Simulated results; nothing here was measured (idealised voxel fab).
The name of this process module is voxel self aligned vias.
We display cut, a cross-section 290 nm in width whose square cells are each 5 nm.
How to read a cross-section here: the picture is a grid of square cells, written as bands going from the top down, and any band can span one or more rows of cells.
Band entry format. Leading values: height of top, height of bottom, nm. Remainder: materials in left-to-right order, each with its width in nm. Special words: "everywhere" on a single material, which then fills the band edge to edge; "blank", empty space.
Height is counted from the level 0, under which the received wafer is composed throughout of one material. The lowest of the bands is not closed at the bottom but continues downward, in the notation "0..down".
A width given as "30->40" starts at the first number in the band's top row and ends at the second number in its bottom row, shifting by an equal amount at every step from row to row.
For the purposes of this document, the phrase "nothing got changed" attached to a step denotes that no cell within the cross-section was modified by that step.
Each empty space that has no open way to the top and spans at least 8 cells appears under "Sealed internal cavities" as width x height at distance, the distance counted from the left edge, all in nm.
Read whatever lies past the settings on a step's line as the simulator's own remark about the step.
"overlay nm" on a masked step: distance the mask lay right of its planned place, negative for left.
-- Here's what the planned process steps look like
1: RECEIVE [material Si]
2: CONFORMAL_DEP [material SiO2] [thk nm 15]
3: CONFORMAL_DEP [material SiCN] [thk nm 5]
4: DIRECTIONAL_DEP [material lowk] [thk nm 30]
5: DIRECTIONAL_DEP [material aC] [thk nm 15]
6: PATTERN [tone open] [mask id LINES] [material resist] [width nm 25] [pitch nm 60] [thk nm 35] [overlay nm 0]
7: DIRECTIONAL_ETCH [etch materials aC] [depth nm 15]
8: STRIP [etch materials resist]
9: DIRECTIONAL_ETCH [etch materials lowk] [depth nm 30]
10: STRIP [etch materials aC]
11: CONFORMAL_DEP [material TiN] [thk nm 5]
12: FILL_DEP [material W] [thk nm 10]
13: CMP [height nm 50]
14: SELECTIVE_ETCH [etch materials W Ru TiN] [depth nm 5]
15: FILL_DEP [material SiN] [thk nm 10]
16: CMP [height nm 50]
17: DIRECTIONAL_DEP [material lowk] [thk nm 15]
18: MASKED_ETCH [tone open] [mask id VIAS] [width nm 45] [pitch nm 60] [etch materials lowk] [depth nm 15] [overlay nm 0]
19: MASKED_ETCH [tone open] [mask id VIAS] [width nm 45] [pitch nm 60] [etch materials SiN] [depth nm 5] [overlay nm 0]
20: CONFORMAL_DEP [material TiN] [thk nm 5]
21: FILL_DEP [material Cu] [thk nm 5]
22: CMP [height nm 65]
23: CONFORMAL_DEP [material SiCN] [thk nm 5]
-- As-received wafer cross-section (after step 1)
0..down = Si everywhere
Sealed internal cavities: none
-- Wafer cross-section at end of module: start and plan as shown above, one execution error
70..65 = SiCN everywhere
65..50 = 60 lowk; 5 TiN; 35 Cu; 5 TiN; 15 lowk; 5 TiN; 35 Cu; 5 TiN; 15 lowk; 5 TiN; 35 Cu; 5 TiN; 65 lowk
50..45 = 60 SiN; 45 TiN; 15 SiN; 45 TiN; 15 SiN; 45 TiN; 65 SiN
45..20 = 70 lowk; 5 TiN; 15 W; 5 TiN; 35 lowk; 5 TiN; 15 W; 5 TiN; 35 lowk; 5 TiN; 15 W; 5 TiN; 75 lowk
20..15 = 70 lowk; 25 TiN; 35 lowk; 25 TiN; 35 lowk; 25 TiN; 75 lowk
15..0 = SiO2 everywhere
0..down = Si everywhere
Sealed internal cavities: none
Run error: step 3 of the plan got skipped, so it never ran
